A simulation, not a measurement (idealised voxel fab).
process module | voxel capacitor over wiring
cross-section cut | 175 nm wide | cells 5 nm
A cross-section is a grid of square cells, given in bands from the top down. A band is one or more rows of cells.
Each band's line starts with the height of the band's top and of its bottom, in nm. Then come its materials from left to right, each with its width in nm. One material with "throughout" fills the band from edge to edge. "air" is empty space.
Height 0 is the level under which the wafer as received is all one material. The lowest band goes on downwards, as in "0 down".
A width such as "30 to 40" changes by the same amount from each row of cells to the next, from the band's top row to its bottom row.
"no change" after a step means that no cell of the cross-section changed.
closed voids: empty space of 8 cells or more with no open way to the top, each as width x height at its distance from the left edge, in nm
after a step's settings: what the simulator itself notes on the step
overlay nm, on a step with a mask: how far to the right of its planned place the mask lay; to the left if negative
plan
1 op RECEIVE | material Si
2 op CONFORMAL_DEP | material SiO2 | thk nm 10
3 op DIRECTIONAL_DEP | material TiN | thk nm 5
4 op DIRECTIONAL_DEP | material Ru | thk nm 20
5 op DIRECTIONAL_DEP | material aC | thk nm 15
6 op PATTERN | tone cover | mask id METAL_1 | material resist | width nm 25 | pitch nm 75 | thk nm 30 | overlay nm -15
7 op DIRECTIONAL_ETCH | etch materials aC | depth nm 15
8 op STRIP | etch materials resist
9 op DIRECTIONAL_ETCH | etch materials Ru | depth nm 20
10 op DIRECTIONAL_ETCH | etch materials TiN | depth nm 5
11 op STRIP | etch materials aC
12 op FILL_DEP | material lowk | thk nm 10
13 op CMP | height nm 35
14 op CONFORMAL_DEP | material SiCN | thk nm 5
15 op DIRECTIONAL_DEP | material SiO2 | thk nm 20
16 op DIRECTIONAL_DEP | material aC | thk nm 10
17 op PATTERN | tone open | mask id PLUG_1 | material resist | width nm 15 | thk nm 25 | overlay nm 0
18 op DIRECTIONAL_ETCH | etch materials aC | depth nm 10
19 op STRIP | etch materials resist
20 op DIRECTIONAL_ETCH | etch materials SiO2 | depth nm 20
21 op DIRECTIONAL_ETCH | etch materials SiCN | depth nm 5
22 op STRIP | etch materials aC
23 op EPI | material Ru | thk nm 10
24 op EPI | material Ru | thk nm 10
25 op EPI | material Ru | thk nm 5
26 op DIRECTIONAL_DEP | material TiN | thk nm 10
27 op DIRECTIONAL_DEP | material SiN | thk nm 5
28 op DIRECTIONAL_DEP | material TiN | thk nm 5
29 op PATTERN | tone cover | mask id UPPER_PLATE | material resist | width nm 55 | thk nm 15 | overlay nm 0
30 op DIRECTIONAL_ETCH | etch materials TiN | depth nm 5
31 op DIRECTIONAL_ETCH | etch materials SiN | depth nm 5
32 op STRIP | etch materials resist
33 op MASKED_ETCH | tone cover | mask id LOWER_PLATE | width nm 65 | etch materials TiN | depth nm 10 | overlay nm 0
34 op FILL_DEP | material SiO2 | thk nm 20
35 op CMP | height nm 95
36 op DIRECTIONAL_DEP | material aC | thk nm 10
37 op PATTERN | tone open | mask id PLUG_2 | material resist | width nm 15 | thk nm 30 | overlay nm 0
38 op DIRECTIONAL_ETCH | etch materials aC | depth nm 10
39 op STRIP | etch materials resist
40 op DIRECTIONAL_ETCH | etch materials SiO2 | depth nm 15
41 op STRIP | etch materials aC
42 op CONFORMAL_DEP | material TiN | thk nm 5
43 op FILL_DEP | material Cu | thk nm 5
44 op CMP | height nm 95
45 op CONFORMAL_DEP | material SiN | thk nm 5
varied across the wafers: overlay nm of step 6. The plan shows the first wafer's value. All wafers start alike
first wafer as received, after step 1
  0 down: Si throughout
  closed voids: none
first wafer at the end, after step 45
  100 to 95: SiN throughout
  95 to 85: SiO2 55 | TiN 5 | Cu 5 | TiN 5 | SiO2 105
  85 to 75: SiO2 55 to 60 | TiN 15 to 40 | SiO2 105 to 75
  75 to 70: SiO2 60 | SiN 40 | SiO2 75
  70 to 60: SiO2 40 | TiN 5 | SiO2 15 | TiN 45 | SiO2 70
  60 to 55: SiO2 throughout
  55 to 50: SiO2 45 | TiN 15 | SiO2 115
  50 to 45: SiO2 45 | SiN 15 | SiO2 115
  45 to 40: SiO2 45 | TiN 15 | SiO2 115
  40 to 35: SiCN 45 | TiN 15 | SiCN 115
  35 to 15: lowk 20 | Ru 25 | lowk 50 | Ru 25 | lowk 55
  15 to 10: lowk 20 | TiN 25 | lowk 50 | TiN 25 | lowk 55
  10 to 0: SiO2 throughout
  0 down: Si throughout
  closed voids: none
last wafer at the end
  100 to 95: SiN throughout
  95 to 85: SiO2 55 | TiN 5 | Cu 5 | TiN 5 | SiO2 105
  85 to 75: SiO2 55 to 45 | TiN 15 to 55 | SiO2 105 to 75
  75 to 70: SiO2 45 | SiN 55 | SiO2 75
  70 to 60: SiO2 40 | TiN 65 | SiO2 70
  60 to 40: SiO2 45 | Ru 15 | SiO2 115
  40 to 35: SiCN 45 | Ru 15 | SiCN 115
  35 to 15: lowk 50 | Ru 25 | lowk 50 | Ru 25 | lowk 25
  15 to 10: lowk 50 | TiN 25 | lowk 50 | TiN 25 | lowk 25
  10 to 0: SiO2 throughout
  0 down: Si throughout
  closed voids: none
each wafer at the end: cells of each material gained (+) or lost (-) since it was received, then its closed voids
overlay nm -15 | +2 Cu | +40 Ru | +32 SiCN | +46 SiN | +401 SiO2 | +54 TiN | +125 lowk | closed voids: none
overlay nm -10 | +2 Cu | +55 Ru | +32 SiCN | +46 SiN | +386 SiO2 | +54 TiN | +125 lowk | closed voids: none
overlay nm -5 | +2 Cu | +55 Ru | +32 SiCN | +46 SiN | +386 SiO2 | +54 TiN | +125 lowk | closed voids: none
overlay nm 0 | +2 Cu | +55 Ru | +32 SiCN | +46 SiN | +386 SiO2 | +54 TiN | +125 lowk | closed voids: none
overlay nm 5 | +2 Cu | +55 Ru | +32 SiCN | +46 SiN | +386 SiO2 | +54 TiN | +125 lowk | closed voids: none
overlay nm 10 | +2 Cu | +55 Ru | +32 SiCN | +46 SiN | +386 SiO2 | +54 TiN | +125 lowk | closed voids: none
overlay nm 15 | +2 Cu | +55 Ru | +32 SiCN | +46 SiN | +386 SiO2 | +54 TiN | +125 lowk | closed voids: none
